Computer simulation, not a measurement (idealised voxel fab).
process module | voxel self aligned vias
cross-section cut | 190 nm wide | cells 5 nm
A cross-section is a grid of square cells, given in bands from the top down. A band is one or more rows of cells.
Each band's line starts with the height of the band's top and of its bottom, in nm. Then come its materials from left to right, each with its width in nm. One material with "throughout" fills the band from edge to edge. "air" is empty space.
Height 0 is the level under which the wafer as received is all one material. The lowest band goes on downwards, as in "0 down".
A width such as "30 to 40" changes by the same amount from each row of cells to the next, from the band's top row to its bottom row.
"no change" after a step means that no cell of the cross-section changed.
closed voids: empty space of 8 cells or more with no open way to the top, each as width x height at its distance from the left edge, in nm
after a step's settings: what the simulator itself notes on the step
overlay nm, on a step with a mask: how far to the right of its planned place the mask lay; to the left if negative
plan
1 op RECEIVE | material Si
2 op CONFORMAL_DEP | material SiO2 | thk nm 15
3 op CONFORMAL_DEP | material SiCN | thk nm 5
4 op DIRECTIONAL_DEP | material lowk | thk nm 25
5 op PATTERN | tone open | mask id LINES | material resist | width nm 30 | pitch nm 60 | thk nm 20 | overlay nm 0
6 op DIRECTIONAL_ETCH | etch materials lowk | depth nm 25
7 op STRIP | etch materials resist
8 op CONFORMAL_DEP | material TiN | thk nm 5
9 op FILL_DEP | material Ru | thk nm 10
10 op CMP | height nm 45
11 op SELECTIVE_ETCH | etch materials W Ru TiN | depth nm 10
12 op FILL_DEP | material SiN | thk nm 5
13 op CMP | height nm 45
14 op DIRECTIONAL_DEP | material lowk | thk nm 20
15 op PATTERN | tone open | mask id VIAS | material resist | width nm 40 | pitch nm 60 | thk nm 20 | overlay nm 0
16 op DIRECTIONAL_ETCH | etch materials lowk | depth nm 20
17 op DIRECTIONAL_ETCH | etch materials SiN | depth nm 10
18 op STRIP | etch materials resist
19 op CONFORMAL_DEP | material TiN | thk nm 5
20 op FILL_DEP | material Cu | thk nm 10
21 op CMP | height nm 65
22 op CONFORMAL_DEP | material SiN | thk nm 5
first wafer, as planned
as received, after step 1
  0 down: Si throughout
  closed voids: none
after step 2
  15 to 0: SiO2 throughout
  below 0: unchanged
after step 3
  20 to 15: SiCN throughout
  below 15: unchanged
after step 4
  45 to 20: lowk throughout
  below 20: unchanged
after step 5
  65 to 45: resist 20 | air 30 | resist 30 | air 30 | resist 30 | air 30 | resist 20
  below 45: unchanged
after step 6
  65 to 45: resist 20 | air 30 | resist 30 | air 30 | resist 30 | air 30 | resist 20
  45 to 20: lowk 20 | air 30 | lowk 30 | air 30 | lowk 30 | air 30 | lowk 20
  below 20: unchanged
after step 7
  45 to 20: lowk 20 | air 30 | lowk 30 | air 30 | lowk 30 | air 30 | lowk 20
  below 20: unchanged
after step 8
  50 to 45: TiN 25 | air 20 | TiN 40 | air 20 | TiN 40 | air 20 | TiN 25
  45 to 25: lowk 20 | TiN 5 | air 20 | TiN 5 | lowk 30 | TiN 5 | air 20 | TiN 5 | lowk 30 | TiN 5 | air 20 | TiN 5 | lowk 20
  25 to 20: lowk 20 | TiN 30 | lowk 30 | TiN 30 | lowk 30 | TiN 30 | lowk 20
  below 20: unchanged
after step 9
  60 to 50: Ru throughout
  50 to 45: TiN 25 | Ru 20 | TiN 40 | Ru 20 | TiN 40 | Ru 20 | TiN 25
  45 to 25: lowk 20 | TiN 5 | Ru 20 | TiN 5 | lowk 30 | TiN 5 | Ru 20 | TiN 5 | lowk 30 | TiN 5 | Ru 20 | TiN 5 | lowk 20
  below 25: unchanged
after step 10
  45 to 25: lowk 20 | TiN 5 | Ru 20 | TiN 5 | lowk 30 | TiN 5 | Ru 20 | TiN 5 | lowk 30 | TiN 5 | Ru 20 | TiN 5 | lowk 20
  below 25: unchanged
after step 11
  45 to 35: lowk 20 | air 30 | lowk 30 | air 30 | lowk 30 | air 30 | lowk 20
  below 35: unchanged
after step 12
  50 to 45: SiN throughout
  45 to 35: lowk 20 | SiN 30 | lowk 30 | SiN 30 | lowk 30 | SiN 30 | lowk 20
  below 35: unchanged
after step 13
  45 to 35: lowk 20 | SiN 30 | lowk 30 | SiN 30 | lowk 30 | SiN 30 | lowk 20
  below 35: unchanged
after step 14
  65 to 45: lowk throughout
  below 45: unchanged
after step 15
  85 to 65: resist 15 | air 40 | resist 20 | air 40 | resist 20 | air 40 | resist 15
  below 65: unchanged
after step 16
  85 to 65: resist 15 | air 40 | resist 20 | air 40 | resist 20 | air 40 | resist 15
  65 to 45: lowk 15 | air 40 | lowk 20 | air 40 | lowk 20 | air 40 | lowk 15
  below 45: unchanged
after step 17
  85 to 65: resist 15 | air 40 | resist 20 | air 40 | resist 20 | air 40 | resist 15
  65 to 45: lowk 15 | air 40 | lowk 20 | air 40 | lowk 20 | air 40 | lowk 15
  45 to 35: lowk 20 | air 30 | lowk 30 | air 30 | lowk 30 | air 30 | lowk 20
  below 35: unchanged
after step 18
  65 to 45: lowk 15 | air 40 | lowk 20 | air 40 | lowk 20 | air 40 | lowk 15
  below 45: unchanged
after step 19
  70 to 65: TiN 20 | air 30 | TiN 30 | air 30 | TiN 30 | air 30 | TiN 20
  65 to 50: lowk 15 | TiN 5 | air 30 | TiN 5 | lowk 20 | TiN 5 | air 30 | TiN 5 | lowk 20 | TiN 5 | air 30 | TiN 5 | lowk 15
  50 to 40: lowk 15 to 20 | TiN 10 to 5 | air 20 | TiN 10 to 5 | lowk 20 to 30 | TiN 10 to 5 | air 20 | TiN 10 to 5 | lowk 20 to 30 | TiN 10 to 5 | air 20 | TiN 10 to 5 | lowk 15 to 20
  40 to 35: lowk 20 | TiN 30 | lowk 30 | TiN 30 | lowk 30 | TiN 30 | lowk 20
  below 35: unchanged
after step 20
  80 to 70: Cu throughout
  70 to 65: TiN 20 | Cu 30 | TiN 30 | Cu 30 | TiN 30 | Cu 30 | TiN 20
  65 to 50: lowk 15 | TiN 5 | Cu 30 | TiN 5 | lowk 20 | TiN 5 | Cu 30 | TiN 5 | lowk 20 | TiN 5 | Cu 30 | TiN 5 | lowk 15
  50 to 40: lowk 15 to 20 | TiN 10 to 5 | Cu 20 | TiN 10 to 5 | lowk 20 to 30 | TiN 10 to 5 | Cu 20 | TiN 10 to 5 | lowk 20 to 30 | TiN 10 to 5 | Cu 20 | TiN 10 to 5 | lowk 15 to 20
  below 40: unchanged
after step 21
  65 to 50: lowk 15 | TiN 5 | Cu 30 | TiN 5 | lowk 20 | TiN 5 | Cu 30 | TiN 5 | lowk 20 | TiN 5 | Cu 30 | TiN 5 | lowk 15
  below 50: unchanged
after step 22
  70 to 65: SiN throughout
  below 65: unchanged
second wafer: like start, like plan, one mistake. Through step 4 it matches the first wafer
when step 5 should have ended
  65 to 45: air 20 | resist 30 | air 30 | resist 30 | air 30 | resist 30 | air 20
  below 45: unchanged
when step 6 should have ended
  65 to 45: air 20 | resist 30 | air 30 | resist 30 | air 30 | resist 30 | air 20
  45 to 20: air 20 | lowk 30 | air 30 | lowk 30 | air 30 | lowk 30 | air 20
  below 20: unchanged
when step 7 should have ended
  45 to 20: air 20 | lowk 30 | air 30 | lowk 30 | air 30 | lowk 30 | air 20
  below 20: unchanged
when step 8 should have ended
  50 to 45: air 15 | TiN 40 | air 20 | TiN 40 | air 20 | TiN 40 | air 15
  45 to 25: air 15 | TiN 5 | lowk 30 | TiN 5 | air 20 | TiN 5 | lowk 30 | TiN 5 | air 20 | TiN 5 | lowk 30 | TiN 5 | air 15
  25 to 20: TiN 20 | lowk 30 | TiN 30 | lowk 30 | TiN 30 | lowk 30 | TiN 20
  below 20: unchanged
when step 9 should have ended
  60 to 50: Ru throughout
  50 to 45: Ru 15 | TiN 40 | Ru 20 | TiN 40 | Ru 20 | TiN 40 | Ru 15
  45 to 25: Ru 15 | TiN 5 | lowk 30 | TiN 5 | Ru 20 | TiN 5 | lowk 30 | TiN 5 | Ru 20 | TiN 5 | lowk 30 | TiN 5 | Ru 15
  below 25: unchanged
when step 10 should have ended
  45 to 25: Ru 15 | TiN 5 | lowk 30 | TiN 5 | Ru 20 | TiN 5 | lowk 30 | TiN 5 | Ru 20 | TiN 5 | lowk 30 | TiN 5 | Ru 15
  below 25: unchanged
when step 11 should have ended
  45 to 35: air 20 | lowk 30 | air 30 | lowk 30 | air 30 | lowk 30 | air 20
  below 35: unchanged
when step 12 should have ended
  50 to 45: SiN throughout
  45 to 35: SiN 20 | lowk 30 | SiN 30 | lowk 30 | SiN 30 | lowk 30 | SiN 20
  below 35: unchanged
when step 13 should have ended
  45 to 35: SiN 20 | lowk 30 | SiN 30 | lowk 30 | SiN 30 | lowk 30 | SiN 20
  below 35: unchanged
when step 14 should have ended
  65 to 45: lowk throughout
  below 45: unchanged
when step 15 should have ended
  85 to 65: resist 15 | air 40 | resist 20 | air 40 | resist 20 | air 40 | resist 15
  below 65: unchanged
when step 16 should have ended
  85 to 65: resist 15 | air 40 | resist 20 | air 40 | resist 20 | air 40 | resist 15
  65 to 45: lowk 15 | air 40 | lowk 20 | air 40 | lowk 20 | air 40 | lowk 15
  below 45: unchanged
when step 17 should have ended
  85 to 65: resist 15 | air 40 | resist 20 | air 40 | resist 20 | air 40 | resist 15
  65 to 45: lowk 15 | air 40 | lowk 20 | air 40 | lowk 20 | air 40 | lowk 15
  45 to 35: SiN 15 | air 5 | lowk 30 | air 5 | SiN 20 | air 5 | lowk 30 | air 5 | SiN 20 | air 5 | lowk 30 | air 5 | SiN 15
  below 35: unchanged
when step 18 should have ended
  65 to 45: lowk 15 | air 40 | lowk 20 | air 40 | lowk 20 | air 40 | lowk 15
  below 45: unchanged
when step 19 should have ended
  70 to 65: TiN 20 | air 30 | TiN 30 | air 30 | TiN 30 | air 30 | TiN 20
  65 to 50: lowk 15 | TiN 5 | air 30 | TiN 5 | lowk 20 | TiN 5 | air 30 | TiN 5 | lowk 20 | TiN 5 | air 30 | TiN 5 | lowk 15
  50 to 45: lowk 15 | TiN 40 | lowk 20 | TiN 40 | lowk 20 | TiN 40 | lowk 15
  45 to 35: SiN 15 | TiN 5 | lowk 30 | TiN 5 | SiN 20 | TiN 5 | lowk 30 | TiN 5 | SiN 20 | TiN 5 | lowk 30 | TiN 5 | SiN 15
  below 35: unchanged
when step 20 should have ended
  80 to 70: Cu throughout
  70 to 65: TiN 20 | Cu 30 | TiN 30 | Cu 30 | TiN 30 | Cu 30 | TiN 20
  65 to 50: lowk 15 | TiN 5 | Cu 30 | TiN 5 | lowk 20 | TiN 5 | Cu 30 | TiN 5 | lowk 20 | TiN 5 | Cu 30 | TiN 5 | lowk 15
  below 50: unchanged
when step 21 should have ended
  65 to 50: lowk 15 | TiN 5 | Cu 30 | TiN 5 | lowk 20 | TiN 5 | Cu 30 | TiN 5 | lowk 20 | TiN 5 | Cu 30 | TiN 5 | lowk 15
  below 50: unchanged
when step 22 should have ended
  70 to 65: SiN throughout
  below 65: unchanged
what went wrong: step 5 ran as: op PATTERN | tone cover | mask id LINES | material resist | width nm 30 | pitch nm 60 | thk nm 20 | overlay nm 0
at the end the second wafer has, in cells: 24 fewer of Cu | 4 more of Ru | 28 more of SiN | 2 more of TiN | 10 fewer of lowk
